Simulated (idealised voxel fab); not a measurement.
You're looking at the process module voxel self aligned vias.
Square cell edge 5 nm, section width 240 nm, ID cut.
Cross-section, as written here: a square-cell grid given band by band from the top down, where a band holds one or more rows of cells.
First you get the band's top height and its bottom height, in nm, and then the materials it's made of, left to right, with each width in nm. If you see a single material with "all across", that one covers the band edge to edge. "blank" is empty space.
Heads up on the height convention: 0 is the point under which the incoming wafer is all one material, and the lowest band has no bottom, it just keeps going down, like "0 and below".
A width such as "30->40" changes by the same amount from each row of cells to the next, from the band's top row to its bottom row.
It should be understood that the words "stayed the same", when stated for a given step, signify that the cross-section underwent no change in any of its cells during that step.
The entry titled "Listed closed voids" provides the empty spaces that have no open way to the top, restricted to those of 8 cells or more. Each is presented as width x height at distance, the distance being measured from the left edge, with all three in nm.
Anything after a step's settings on that line? It's the simulator's own note about the step.
The line of a step may include "overlay nm". On a step with a mask, this value is how far to the right of its planned place the mask lay. A negative value means the mask lay to the left.

BELOW IS THE LIST OF PLANNED PROCESS STEPS
1) RECEIVE [material Si]
2) CONFORMAL_DEP [material SiO2] [thk nm 10]
3) CONFORMAL_DEP [material SiCN] [thk nm 5]
4) DIRECTIONAL_DEP [material SiO2] [thk nm 25]
5) PATTERN [tone open] [mask id LINES] [material resist] [width nm 20] [pitch nm 65] [thk nm 15] [overlay nm 0]
6) DIRECTIONAL_ETCH [etch materials SiO2] [depth nm 25]
7) STRIP [etch materials resist]
8) CONFORMAL_DEP [material TiN] [thk nm 5]
9) FILL_DEP [material W] [thk nm 10]
10) CMP [height nm 40]
11) SELECTIVE_ETCH [etch materials W Ru TiN] [depth nm 10]
12) FILL_DEP [material SiN] [thk nm 5]
13) CMP [height nm 40]
14) DIRECTIONAL_DEP [material SiO2] [thk nm 15]
15) DIRECTIONAL_DEP [material aC] [thk nm 10]
16) PATTERN [tone open] [mask id VIAS] [material resist] [width nm 40] [pitch nm 65] [thk nm 30] [overlay nm 0]
17) DIRECTIONAL_ETCH [etch materials aC] [depth nm 10]
18) STRIP [etch materials resist]
19) DIRECTIONAL_ETCH [etch materials SiO2] [depth nm 15]
20) DIRECTIONAL_ETCH [etch materials SiN] [depth nm 10]
21) STRIP [etch materials aC]
22) CONFORMAL_DEP [material TiN] [thk nm 5]
23) FILL_DEP [material Ru] [thk nm 5]
24) CMP [height nm 55]
25) CONFORMAL_DEP [material SiN] [thk nm 5]

FIRST WAFER OF TWO (RUN AS PLANNED)

CROSS-SECTION: WAFER ON ARRIVAL = AFTER STEP 1
- 0 and below = Si all across
- Listed closed voids: none

WAFER AFTER STEP 2 (CROSS-SECTION)
- 10 down to 0 = SiO2 all across
- below 0: unchanged

WAFER AFTER STEP 3 (CROSS-SECTION)
- 15 down to 10 = SiCN all across
- below 10: unchanged

WAFER AFTER STEP 4 (CROSS-SECTION)
- 40 down to 15 = SiO2 all across
- below 15: unchanged

WAFER AFTER STEP 5 (CROSS-SECTION)
- 55 down to 40 = resist: 75, then blank: 20, then resist: 45, then blank: 20, then resist: 80
- below 40: unchanged

WAFER AFTER STEP 6 (CROSS-SECTION)
- 55 down to 40 = resist: 75, then blank: 20, then resist: 45, then blank: 20, then resist: 80
- 40 down to 15 = SiO2: 75, then blank: 20, then SiO2: 45, then blank: 20, then SiO2: 80
- below 15: unchanged

WAFER AFTER STEP 7 (CROSS-SECTION)
- 40 down to 15 = SiO2: 75, then blank: 20, then SiO2: 45, then blank: 20, then SiO2: 80
- below 15: unchanged

WAFER AFTER STEP 8 (CROSS-SECTION)
- 45 down to 40 = TiN: 80, then blank: 10, then TiN: 55, then blank: 10, then TiN: 85
- 40 down to 20 = SiO2: 75, then TiN: 5, then blank: 10, then TiN: 5, then SiO2: 45, then TiN: 5, then blank: 10, then TiN: 5, then SiO2: 80
- 20 down to 15 = SiO2: 75, then TiN: 20, then SiO2: 45, then TiN: 20, then SiO2: 80
- below 15: unchanged

WAFER AFTER STEP 9 (CROSS-SECTION)
- 55 down to 45 = W all across
- 45 down to 40 = TiN: 80, then W: 10, then TiN: 55, then W: 10, then TiN: 85
- 40 down to 20 = SiO2: 75, then TiN: 5, then W: 10, then TiN: 5, then SiO2: 45, then TiN: 5, then W: 10, then TiN: 5, then SiO2: 80
- below 20: unchanged

WAFER AFTER STEP 10 (CROSS-SECTION)
- 40 down to 20 = SiO2: 75, then TiN: 5, then W: 10, then TiN: 5, then SiO2: 45, then TiN: 5, then W: 10, then TiN: 5, then SiO2: 80
- below 20: unchanged

WAFER AFTER STEP 11 (CROSS-SECTION)
- 40 down to 30 = SiO2: 75, then blank: 20, then SiO2: 45, then blank: 20, then SiO2: 80
- below 30: unchanged

WAFER AFTER STEP 12 (CROSS-SECTION)
- 45 down to 40 = SiN all across
- 40 down to 30 = SiO2: 75, then SiN: 20, then SiO2: 45, then SiN: 20, then SiO2: 80
- below 30: unchanged

WAFER AFTER STEP 13 (CROSS-SECTION)
- 40 down to 30 = SiO2: 75, then SiN: 20, then SiO2: 45, then SiN: 20, then SiO2: 80
- below 30: unchanged

WAFER AFTER STEP 14 (CROSS-SECTION)
- 55 down to 40 = SiO2 all across
- below 40: unchanged

WAFER AFTER STEP 15 (CROSS-SECTION)
- 65 down to 55 = aC all across
- below 55: unchanged

WAFER AFTER STEP 16 (CROSS-SECTION)
- 95 down to 65 = resist: 65, then blank: 40, then resist: 25, then blank: 40, then resist: 70
- below 65: unchanged

WAFER AFTER STEP 17 (CROSS-SECTION)
- 85 down to 65 = resist: 65, then blank: 40, then resist: 25, then blank: 40, then resist: 70
- 65 down to 55 = aC: 65, then blank: 40, then aC: 25, then blank: 40, then aC: 70
- below 55: unchanged

WAFER AFTER STEP 18 (CROSS-SECTION)
- 65 down to 55 = aC: 65, then blank: 40, then aC: 25, then blank: 40, then aC: 70
- below 55: unchanged

WAFER AFTER STEP 19 (CROSS-SECTION)
- 65 down to 55 = aC: 65, then blank: 40, then aC: 25, then blank: 40, then aC: 70
- 55 down to 40 = SiO2: 65, then blank: 40, then SiO2: 25, then blank: 40, then SiO2: 70
- below 40: unchanged

WAFER AFTER STEP 20 (CROSS-SECTION)
- 65 down to 55 = aC: 65, then blank: 40, then aC: 25, then blank: 40, then aC: 70
- 55 down to 40 = SiO2: 65, then blank: 40, then SiO2: 25, then blank: 40, then SiO2: 70
- 40 down to 30 = SiO2: 75, then blank: 20, then SiO2: 45, then blank: 20, then SiO2: 80
- below 30: unchanged

WAFER AFTER STEP 21 (CROSS-SECTION)
- 55 down to 40 = SiO2: 65, then blank: 40, then SiO2: 25, then blank: 40, then SiO2: 70
- below 40: unchanged

WAFER AFTER STEP 22 (CROSS-SECTION)
- 60 down to 55 = TiN: 70, then blank: 30, then TiN: 35, then blank: 30, then TiN: 75
- 55 down to 45 = SiO2: 65, then TiN: 5, then blank: 30, then TiN: 5, then SiO2: 25, then TiN: 5, then blank: 30, then TiN: 5, then SiO2: 70
- 45 down to 35 = SiO2: 65->75, then TiN: 15->5, then blank: 10, then TiN: 15->5, then SiO2: 25->45, then TiN: 15->5, then blank: 10, then TiN: 15->5, then SiO2: 70->80
- 35 down to 30 = SiO2: 75, then TiN: 20, then SiO2: 45, then TiN: 20, then SiO2: 80
- below 30: unchanged

WAFER AFTER STEP 23 (CROSS-SECTION)
- 65 down to 60 = Ru all across
- 60 down to 55 = TiN: 70, then Ru: 30, then TiN: 35, then Ru: 30, then TiN: 75
- 55 down to 45 = SiO2: 65, then TiN: 5, then Ru: 30, then TiN: 5, then SiO2: 25, then TiN: 5, then Ru: 30, then TiN: 5, then SiO2: 70
- 45 down to 35 = SiO2: 65->75, then TiN: 15->5, then Ru: 10, then TiN: 15->5, then SiO2: 25->45, then TiN: 15->5, then Ru: 10, then TiN: 15->5, then SiO2: 70->80
- below 35: unchanged

WAFER AFTER STEP 24 (CROSS-SECTION)
- 55 down to 45 = SiO2: 65, then TiN: 5, then Ru: 30, then TiN: 5, then SiO2: 25, then TiN: 5, then Ru: 30, then TiN: 5, then SiO2: 70
- below 45: unchanged

WAFER AFTER STEP 25 (CROSS-SECTION)
- 60 down to 55 = SiN all across
- below 55: unchanged

WAFER TWO OF TWO - SAME STARTING POINT, SAME PROCESS PLAN, ONE MISTAKE IN EXECUTION; MATCHES WAFER ONE UP TO AND INCLUDING STEP 18

SECOND WAFER AT THE PLANNED FINISH OF STEP 19, SEEN IN CROSS-SECTION
- 65 down to 55 = aC: 65, then blank: 40, then aC: 25, then blank: 40, then aC: 70
- 55 down to 40 = SiO2: 65, then blank: 40, then SiO2: 25, then blank: 40, then SiO2: 70
- 40 down to 30 = SiO2: 65, then blank: 10, then SiN: 20, then blank: 10, then SiO2: 25, then blank: 10, then SiN: 20, then blank: 10, then SiO2: 70
- 30 down to 25 = SiO2: 65, then blank: 10, then TiN: 5, then W: 10, then TiN: 5, then blank: 10, then SiO2: 25, then blank: 10, then TiN: 5, then W: 10, then TiN: 5, then blank: 10, then SiO2: 70
- below 25: unchanged

SECOND WAFER AT THE PLANNED FINISH OF STEP 20, SEEN IN CROSS-SECTION
- 65 down to 55 = aC: 65, then blank: 40, then aC: 25, then blank: 40, then aC: 70
- 55 down to 30 = SiO2: 65, then blank: 40, then SiO2: 25, then blank: 40, then SiO2: 70
- below 30: unchanged

SECOND WAFER AT THE PLANNED FINISH OF STEP 21, SEEN IN CROSS-SECTION
- 55 down to 30 = SiO2: 65, then blank: 40, then SiO2: 25, then blank: 40, then SiO2: 70
- below 30: unchanged

SECOND WAFER AT THE PLANNED FINISH OF STEP 22, SEEN IN CROSS-SECTION
- 60 down to 55 = TiN: 70, then blank: 30, then TiN: 35, then blank: 30, then TiN: 75
- 55 down to 35 = SiO2: 65, then TiN: 5, then blank: 30, then TiN: 5, then SiO2: 25, then TiN: 5, then blank: 30, then TiN: 5, then SiO2: 70
- 35 down to 30 = SiO2: 65, then TiN: 40, then SiO2: 25, then TiN: 40, then SiO2: 70
- 30 down to 20 = SiO2: 65->75, then TiN: 15->5, then W: 10, then TiN: 15->5, then SiO2: 25->45, then TiN: 15->5, then W: 10, then TiN: 15->5, then SiO2: 70->80
- below 20: unchanged

SECOND WAFER AT THE PLANNED FINISH OF STEP 23, SEEN IN CROSS-SECTION
- 65 down to 60 = Ru all across
- 60 down to 55 = TiN: 70, then Ru: 30, then TiN: 35, then Ru: 30, then TiN: 75
- 55 down to 35 = SiO2: 65, then TiN: 5, then Ru: 30, then TiN: 5, then SiO2: 25, then TiN: 5, then Ru: 30, then TiN: 5, then SiO2: 70
- below 35: unchanged

SECOND WAFER AT THE PLANNED FINISH OF STEP 24, SEEN IN CROSS-SECTION
- 55 down to 35 = SiO2: 65, then TiN: 5, then Ru: 30, then TiN: 5, then SiO2: 25, then TiN: 5, then Ru: 30, then TiN: 5, then SiO2: 70
- below 35: unchanged

SECOND WAFER AT THE PLANNED FINISH OF STEP 25, SEEN IN CROSS-SECTION
- 60 down to 55 = SiN all across
- below 55: unchanged
The plan and the run diverged here: step 19 was run twice
Bottom line after processing is that, in cells, the second wafer is up or down on some materials versus the first: Ru: 16 more; SiO2: 24 fewer; TiN: 8 more
